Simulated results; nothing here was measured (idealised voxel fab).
The process module presented herein is designated voxel self aligned contacts.
Square cells of 5 nm make up the cross-section cut, whose width is 230 nm.
Bands, listed from the top down, are how a cross-section gets written in this document; the cross-section itself is a grid of square cells, and a band is one or more rows of them. Within each band entry, the heights of the top and of the bottom of the band appear first, in that order and in nm; the materials of the band then follow from left to right, each with its corresponding width in nm. The designation "edge to edge" on a single material indicates that it fills the band from edge to edge; the designation "blank" indicates empty space. Where do heights start? At 0: under that level the wafer as delivered is made of one material only. And the lowest band has no floor; it just carries on downward, as in "0 and below". Quick explanation for "30->40": the width changes in equal steps down the rows of cells, from the first number in the band's top row to the second number in its bottom row. "changes: none", as given for a step, is the statement that not any cell of the cross-section underwent a change during that step. For the entry "Enclosed internal voids", the listed items are empty spaces with no open way to the top whose size is 8 cells or more; each item follows the pattern width x height at distance, where distance is from the left edge and all three are in nm. Post-settings text on a step line: simulator's own remark regarding the step. overlay nm: where the mask lay relative to plan, measured to the right, on steps with a mask; negatives go left.

### Steps planned for the process
step 1: RECEIVE: material Si
step 2: OXIDIZE: depth nm 5
step 3: DIRECTIONAL_DEP: material polySi, thk nm 30
step 4: DIRECTIONAL_DEP: material SiN, thk nm 25
step 5: MASKED_ETCH: tone cover, mask id GATE, width nm 35, pitch nm 80, etch materials SiN, depth nm 25, overlay nm 0
step 6: MASKED_ETCH: tone cover, mask id GATE, width nm 35, pitch nm 80, etch materials polySi, depth nm 30, overlay nm 0
step 7: CONFORMAL_DEP: material SiN, thk nm 10
step 8: DIRECTIONAL_ETCH: etch materials SiN, depth nm 10
step 9: FILL_DEP: material SiO2, thk nm 15
step 10: CMP: height nm 65
step 11: PATTERN: tone open, mask id CONTACT, material resist, width nm 65, pitch nm 80, thk nm 15, overlay nm 0
step 12: DIRECTIONAL_ETCH: etch materials SiO2, depth nm 70
step 13: STRIP: etch materials resist
step 14: CONFORMAL_DEP: material TiN, thk nm 5
step 15: FILL_DEP: material Ru, thk nm 5
step 16: CMP: height nm 65
step 17: CONFORMAL_DEP: material SiCN, thk nm 5

### Cross-section of the incoming wafer, state after step 1
  0 and below | Si edge to edge
  Enclosed internal voids: none

### first wafer at the end, as planned
  70 down to 65 | SiCN edge to edge
  65 down to 55 | SiO2=40 | TiN=5->25 | Ru=55->15 | TiN=5->25 | SiO2=15 | TiN=5->25 | Ru=55->15 | TiN=5->25 | SiO2=45
  55 down to 30 | SiO2=5 | SiN=55 | TiN=5 | Ru=15 | TiN=5 | SiN=55 | TiN=5 | Ru=15 | TiN=5 | SiN=55 | SiO2=10
  30 down to 0 | SiO2=5 | SiN=10 | polySi=35 | SiN=10 | TiN=5 | Ru=15 | TiN=5 | SiN=10 | polySi=35 | SiN=10 | TiN=5 | Ru=15 | TiN=5 | SiN=10 | polySi=35 | SiN=10 | SiO2=10
  0 down to -5 | SiO2=60 | TiN=25 | SiO2=55 | TiN=25 | SiO2=65
  -5 and below | Si edge to edge
  Enclosed internal voids: none

### Second wafer through the module, sectioned at the end: same beginning and same plan as the first wafer, with one mistake in carrying it out
  80 down to 65 | SiCN edge to edge
  65 down to 55 | SiO2=40 | TiN=5->25 | Ru=55->15 | TiN=5->25 | SiO2=15 | TiN=5->25 | Ru=55->15 | TiN=5->25 | SiO2=45
  55 down to 30 | SiO2=5 | SiN=55 | TiN=5 | Ru=15 | TiN=5 | SiN=55 | TiN=5 | Ru=15 | TiN=5 | SiN=55 | SiO2=10
  30 down to 0 | SiO2=5 | SiN=10 | polySi=35 | SiN=10 | TiN=5 | Ru=15 | TiN=5 | SiN=10 | polySi=35 | SiN=10 | TiN=5 | Ru=15 | TiN=5 | SiN=10 | polySi=35 | SiN=10 | SiO2=10
  0 down to -5 | SiO2=60 | TiN=25 | SiO2=55 | TiN=25 | SiO2=65
  -5 and below | Si edge to edge
  Enclosed internal voids: none
Deviation from plan: step 17 was run on a setting that differed from the plan, and what really ran there is CONFORMAL_DEP: material SiCN, thk nm 15
at the end the second wafer has, in cells: SiCN +92
